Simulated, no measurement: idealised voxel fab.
Process module name: voxel transistor to metal
Cross-section cut spans 185 nm and uses square cells 5 nm in size.
Bands, listed from the top down, are how a cross-section gets written in this document; the cross-section itself is a grid of square cells, and a band is one or more rows of them. In this notation a band is specified by the heights of its top and bottom, in that order and in nm, after which its materials appear from left to right, each paired with its width in nm. The word "throughout" attached to a single material means that material fills the band from edge to edge; the word "empty" stands for empty space. Height reference: 0 = level under which incoming wafer is all one material. Lowest band: no bottom, runs on downward, e.g. "0 down". The expression "30->40" gives the width at the extremes of the band, the first number at its top row of cells and the second at its bottom row, with the width changing by equal amounts from each row to the next in between. The designation "no change", where it is given for a processing step, indicates that no cell of the cross-section was altered in the course of that step. In the "Catalogued sealed voids" entry, you get each enclosed empty space of 8 cells or more, one with no open way to the top, written width x height at distance, distance from the left edge, in nm. Anything after a step's settings on that line? It's the simulator's own note about the step. "overlay nm" denotes, for a step that has a mask, the displacement of the mask to the right of its planned place, with negative values corresponding to the left.
Planned process steps:
| 1 | RECEIVE (material Si) |
| 2 | CONFORMAL_DEP (material SiO2; thk nm 5) |
| 3 | CONFORMAL_DEP (material SiN; thk nm 15) |
| 4 | DIRECTIONAL_DEP (material aC; thk nm 10) |
| 5 | PATTERN (tone cover; mask id ACTIVE; material resist; width nm 105; thk nm 25; overlay nm 0) |
| 6 | DIRECTIONAL_ETCH (etch materials aC; depth nm 10) |
| 7 | STRIP (etch materials resist) |
| 8 | DIRECTIONAL_ETCH (etch materials SiN; depth nm 15) |
| 9 | DIRECTIONAL_ETCH (etch materials SiO2; depth nm 5) |
| 10 | DIRECTIONAL_ETCH (etch materials Si; depth nm 35) |
| 11 | STRIP (etch materials aC) |
| 12 | OXIDIZE (depth nm 5) |
| 13 | FILL_DEP (material SiO2; thk nm 5) |
| 14 | CMP (height nm 20) |
| 15 | SELECTIVE_ETCH (etch materials SiO2; depth nm 10) |
| 16 | STRIP (etch materials SiN) |
| 17 | SELECTIVE_ETCH (etch materials SiO2; depth nm 5) |
| 18 | OXIDIZE (depth nm 5) |
| 19 | DIRECTIONAL_DEP (material polySi; thk nm 25) |
| 20 | DIRECTIONAL_DEP (material SiCN; thk nm 10) |
| 21 | DIRECTIONAL_DEP (material aC; thk nm 15) |
| 22 | PATTERN (tone cover; mask id GATE; material resist; width nm 35; thk nm 35; overlay nm 0) |
| 23 | DIRECTIONAL_ETCH (etch materials aC; depth nm 15) |
| 24 | STRIP (etch materials resist) |
| 25 | DIRECTIONAL_ETCH (etch materials SiCN; depth nm 20) |
| 26 | DIRECTIONAL_ETCH (etch materials polySi; depth nm 35) |
| 27 | STRIP (etch materials aC) |
| 28 | CONFORMAL_DEP (material SiN; thk nm 10) |
| 29 | DIRECTIONAL_ETCH (etch materials SiN; depth nm 10) |
| 30 | DIRECTIONAL_ETCH (etch materials SiO2; depth nm 5) |
| 31 | DIRECTIONAL_ETCH (etch materials Si; depth nm 5) |
| 32 | EPI (material SiGe; thk nm 10) |
| 33 | FILL_DEP (material SiO2; thk nm 5) |
| 34 | CMP (height nm 25) |
| 35 | STRIP (etch materials polySi) |
| 36 | SELECTIVE_ETCH (etch materials SiO2; depth nm 5) |
| 37 | CONFORMAL_DEP (material HfO2; thk nm 5) |
| 38 | CONFORMAL_DEP (material TiN; thk nm 5) |
| 39 | FILL_DEP (material W; thk nm 5) |
| 40 | CMP (height nm 20) |
| 41 | DIRECTIONAL_DEP (material SiO2; thk nm 10) |
| 42 | DIRECTIONAL_DEP (material aC; thk nm 15) |
| 43 | PATTERN (tone open; mask id CONTACT; material resist; width nm 15; pitch nm 80; thk nm 30; overlay nm 0) |
| 44 | DIRECTIONAL_ETCH (etch materials aC; depth nm 15) |
| 45 | STRIP (etch materials resist) |
| 46 | DIRECTIONAL_ETCH (etch materials SiO2; depth nm 30) |
| 47 | STRIP (etch materials aC) |
| 48 | CONFORMAL_DEP (material TiN; thk nm 5) |
| 49 | FILL_DEP (material Ru; thk nm 5) |
| 50 | CMP (height nm 30) |
| 51 | DIRECTIONAL_DEP (material TiN; thk nm 5) |
| 52 | DIRECTIONAL_DEP (material W; thk nm 20) |
| 53 | PATTERN (tone cover; mask id METAL_1; material resist; width nm 15; pitch nm 80; thk nm 15; overlay nm 0) |
| 54 | DIRECTIONAL_ETCH (etch materials W; depth nm 20) |
| 55 | DIRECTIONAL_ETCH (etch materials TiN; depth nm 5) |
| 56 | STRIP (etch materials resist) |
| 57 | FILL_DEP (material SiO2; thk nm 10) |
| 58 | CMP (height nm 55) |
| 59 | CONFORMAL_DEP (material SiCN; thk nm 5) |
| 60 | DIRECTIONAL_DEP (material lowk; thk nm 30) |
| 61 | MASKED_ETCH (tone open; mask id METAL_2; width nm 15; pitch nm 80; etch materials lowk; depth nm 20; overlay nm 0) |
| 62 | MASKED_ETCH (tone open; mask id METAL_2_HOLES; width nm 15; pitch nm 80; etch materials lowk; depth nm 10; overlay nm 0) |
| 63 | MASKED_ETCH (tone open; mask id METAL_2_HOLES; width nm 15; pitch nm 80; etch materials SiCN; depth nm 5; overlay nm 0) |
| 64 | CONFORMAL_DEP (material TiN; thk nm 5) |
| 65 | FILL_DEP (material Cu; thk nm 10) |
| 66 | CMP (height nm 90) |
| 67 | CONFORMAL_DEP (material SiN; thk nm 5) |
As received, after step 1:
* 0 down  Si throughout
* Catalogued sealed voids: none
Here's the cross-section of the first of our two wafers at the end of the module - it ran as planned:
* 95 to 90  SiN throughout
* 90 to 60  lowk: 45 / TiN: 5 / Cu: 5 / TiN: 5 / lowk: 65 / TiN: 5 / Cu: 5 / TiN: 5 / lowk: 45
* 60 to 55  SiCN: 45 / TiN: 15 / SiCN: 65 / TiN: 15 / SiCN: 45
* 55 to 35  SiO2: 45 / W: 15 / SiO2: 65 / W: 15 / SiO2: 45
* 35 to 30  SiO2: 45 / TiN: 15 / SiO2: 65 / TiN: 15 / SiO2: 45
* 30 to 20  SiO2: 45 / TiN: 5 / Ru: 5 / TiN: 5 / SiO2: 65 / TiN: 5 / Ru: 5 / TiN: 5 / SiO2: 45
* 20 to 10  SiO2: 45 / TiN: 5 / Ru: 5 / TiN: 5 / SiO2: 5 / SiN: 10 / HfO2: 5 / TiN: 5 / W: 15 / TiN: 5 / HfO2: 5 / SiN: 10 / SiO2: 5 / TiN: 5 / Ru: 5 / TiN: 5 / SiO2: 45
* 10 to 5  SiO2: 45 / TiN: 15 / SiO2: 5 / SiN: 10 / HfO2: 5 / TiN: 5 / W: 15 / TiN: 5 / HfO2: 5 / SiN: 10 / SiO2: 5 / TiN: 15 / SiO2: 45
* 5 to 0  SiO2: 35 / SiN: 10 / TiN: 10 / SiGe: 10 / SiN: 10 / HfO2: 5 / TiN: 25 / HfO2: 5 / SiN: 10 / SiGe: 10 / TiN: 10 / SiN: 10 / SiO2: 35
* 0 to -5  SiO2: 45 / SiGe: 20 / SiO2: 5 / HfO2: 45 / SiO2: 5 / SiGe: 20 / SiO2: 45
* -5 to -10  SiO2: 45 / SiGe: 20 / Si: 55 / SiGe: 20 / SiO2: 45
* -10 to -40  SiO2: 45 / Si: 95 / SiO2: 45
* -40 down  Si throughout
* Catalogued sealed voids: none
Wafer two cross-section, module end. Start and plan unchanged from wafer one; one mistake made during the run:
* 95 to 90  SiN throughout
* 90 to 60  lowk throughout
* 60 to 55  SiCN throughout
* 55 to 35  SiO2: 45 / W: 15 / SiO2: 65 / W: 15 / SiO2: 45
* 35 to 30  SiO2: 45 / TiN: 15 / SiO2: 65 / TiN: 15 / SiO2: 45
* 30 to 20  SiO2: 45 / TiN: 5 / Ru: 5 / TiN: 5 / SiO2: 65 / TiN: 5 / Ru: 5 / TiN: 5 / SiO2: 45
* 20 to 10  SiO2: 45 / TiN: 5 / Ru: 5 / TiN: 5 / SiO2: 5 / SiN: 10 / HfO2: 5 / TiN: 5 / W: 15 / TiN: 5 / HfO2: 5 / SiN: 10 / SiO2: 5 / TiN: 5 / Ru: 5 / TiN: 5 / SiO2: 45
* 10 to 5  SiO2: 45 / TiN: 15 / SiO2: 5 / SiN: 10 / HfO2: 5 / TiN: 5 / W: 15 / TiN: 5 / HfO2: 5 / SiN: 10 / SiO2: 5 / TiN: 15 / SiO2: 45
* 5 to 0  SiO2: 35 / SiN: 10 / TiN: 10 / SiGe: 10 / SiN: 10 / HfO2: 5 / TiN: 25 / HfO2: 5 / SiN: 10 / SiGe: 10 / TiN: 10 / SiN: 10 / SiO2: 35
* 0 to -5  SiO2: 45 / SiGe: 20 / SiO2: 5 / HfO2: 45 / SiO2: 5 / SiGe: 20 / SiO2: 45
* -5 to -10  SiO2: 45 / SiGe: 20 / Si: 55 / SiGe: 20 / SiO2: 45
* -10 to -40  SiO2: 45 / Si: 95 / SiO2: 45
* -40 down  Si throughout
* Catalogued sealed voids: none
Want to know what went wrong? step 60 was run twice
at the end the second wafer has, in cells: -12 Cu; +6 SiCN; -30 TiN; +36 lowk
